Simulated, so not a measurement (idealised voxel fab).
The following is a process module called voxel ribs on slabs.
230 nm wide, 5 nm square cells: that's cross-section cut.
Cross-sections here: square-cell grids, written as top-down lists of bands, a band being one or more rows of cells.
Band: top height; bottom height; in nm. Then, left to right: material with width in nm, for each material. "throughout": a single material spanning edge to edge. "empty": empty space.
Below 0: as-received wafer, all one material; heights counted from there. Lowest band: no bottom, goes on down, written "from 0 down".
It should be noted that a width expressed as "30->40" varies in equal increments from row to row of cells within the band, taking the value of the first number at the top row and that of the second number at the bottom row.
"left unchanged" (step): cross-section cells unchanged, all of them.
Listed in "Enclosed void catalog": every empty space of 8 or more cells without an open way to the top. Form: width x height at distance, the distance being from the left edge, all in nm.
If you see something after the settings on a step's line, that's the simulator's own remark about that step.
What "overlay nm" on a step's line means: if the step has a mask, that mask lay this far to the right of its planned place, or, when the value is negative, to the left.

# Set out below are the planned steps of the process
1,RECEIVE with material Si
2,DIRECTIONAL_DEP with material SiO2, thk nm 30
3,DIRECTIONAL_DEP with material SiN, thk nm 25
4,DIRECTIONAL_DEP with material aC, thk nm 10
5,PATTERN with tone cover, mask id RIB, material resist, width nm 25, thk nm 25, overlay nm 0
6,DIRECTIONAL_ETCH with etch materials aC, depth nm 10
7,STRIP with etch materials resist
8,DIRECTIONAL_ETCH with etch materials SiN, depth nm 10
9,STRIP with etch materials aC
10,DIRECTIONAL_DEP with material aC, thk nm 15
11,PATTERN with tone cover, mask id SLAB, material resist, width nm 85, thk nm 30, overlay nm 0
12,DIRECTIONAL_ETCH with etch materials aC, depth nm 15
13,STRIP with etch materials resist
14,DIRECTIONAL_ETCH with etch materials SiN, depth nm 15
15,STRIP with etch materials aC
16,FILL_DEP with material SiO2, thk nm 15
17,CMP with height nm 65
18,DIRECTIONAL_DEP with material TiN, thk nm 5
19,PATTERN with tone cover, mask id HEATER, material resist, width nm 35, thk nm 20, overlay nm 0
20,DIRECTIONAL_ETCH with etch materials TiN, depth nm 5
21,STRIP with etch materials resist
22,CONFORMAL_DEP with material SiN, thk nm 10

# First wafer of two (run as planned)

# Cross-section of the wafer at receipt, which is the condition after step 1
	from 0 down = Si throughout
	Enclosed void catalog: none

# Wafer section view after processing step 2
	from 30 to 0 = SiO2 throughout
	Unchanged below 0.

# Wafer section view after processing step 3
	from 55 to 30 = SiN throughout
	Unchanged below 30.

# Wafer section view after processing step 4
	from 65 to 55 = aC throughout
	Unchanged below 55.

# Wafer section view after processing step 5
	from 90 to 65 = 100 empty, 25 resist, 105 empty
	Unchanged below 65.

# Wafer section view after processing step 6
	from 80 to 65 = 100 empty, 25 resist, 105 empty
	from 65 to 55 = 100 empty, 25 aC, 105 empty
	Unchanged below 55.

# Wafer section view after processing step 7
	from 65 to 55 = 100 empty, 25 aC, 105 empty
	Unchanged below 55.

# Wafer section view after processing step 8
	from 65 to 55 = 100 empty, 25 aC, 105 empty
	from 55 to 45 = 100 empty, 25 SiN, 105 empty
	Unchanged below 45.

# Wafer section view after processing step 9
	from 55 to 45 = 100 empty, 25 SiN, 105 empty
	Unchanged below 45.

# Wafer section view after processing step 10
	from 70 to 60 = 100 empty, 25 aC, 105 empty
	from 60 to 55 = aC throughout
	from 55 to 45 = 100 aC, 25 SiN, 105 aC
	Unchanged below 45.

# Wafer section view after processing step 11
	from 100 to 70 = 70 empty, 85 resist, 75 empty
	from 70 to 60 = 70 empty, 30 resist, 25 aC, 30 resist, 75 empty
	Unchanged below 60.

# Wafer section view after processing step 12
	from 85 to 70 = 70 empty, 85 resist, 75 empty
	from 70 to 60 = 70 empty, 30 resist, 25 aC, 30 resist, 75 empty
	from 60 to 55 = 70 empty, 85 aC, 75 empty
	from 55 to 45 = 70 empty, 30 aC, 25 SiN, 30 aC, 75 empty
	Unchanged below 45.

# Wafer section view after processing step 13
	from 70 to 60 = 100 empty, 25 aC, 105 empty
	Unchanged below 60.

# Wafer section view after processing step 14
	from 70 to 60 = 100 empty, 25 aC, 105 empty
	from 60 to 55 = 70 empty, 85 aC, 75 empty
	from 55 to 45 = 70 empty, 30 aC, 25 SiN, 30 aC, 75 empty
	from 45 to 30 = 70 empty, 85 SiN, 75 empty
	Unchanged below 30.

# Wafer section view after processing step 15
	from 55 to 45 = 100 empty, 25 SiN, 105 empty
	Unchanged below 45.

# Wafer section view after processing step 16
	from 70 to 55 = SiO2 throughout
	from 55 to 45 = 100 SiO2, 25 SiN, 105 SiO2
	from 45 to 30 = 70 SiO2, 85 SiN, 75 SiO2
	Unchanged below 30.

# Wafer section view after processing step 17
	from 65 to 55 = SiO2 throughout
	Unchanged below 55.

# Wafer section view after processing step 18
	from 70 to 65 = TiN throughout
	Unchanged below 65.

# Wafer section view after processing step 19
	from 90 to 70 = 95 empty, 35 resist, 100 empty
	Unchanged below 70.

# Wafer section view after processing step 20
	from 90 to 70 = 95 empty, 35 resist, 100 empty
	from 70 to 65 = 95 empty, 35 TiN, 100 empty
	Unchanged below 65.

# Wafer section view after processing step 21
	from 70 to 65 = 95 empty, 35 TiN, 100 empty
	Unchanged below 65.

# Wafer section view after processing step 22
	from 80 to 75 = 85 empty, 55 SiN, 90 empty
	from 75 to 70 = SiN throughout
	from 70 to 65 = 95 SiN, 35 TiN, 100 SiN
	Unchanged below 65.

# Notes, second wafer: start = first wafer's, plan = first wafer's, execution had one mistake; history identical to first through step 21

Second wafer cross-section, taken as of the time the plan sets for step 22 to be done: left unchanged
Here's what went sideways: heads up, step 22 of the plan was skipped and never actually ran
Final tally in cells, some materials are higher or lower on the second wafer than on the first: -96 SiN
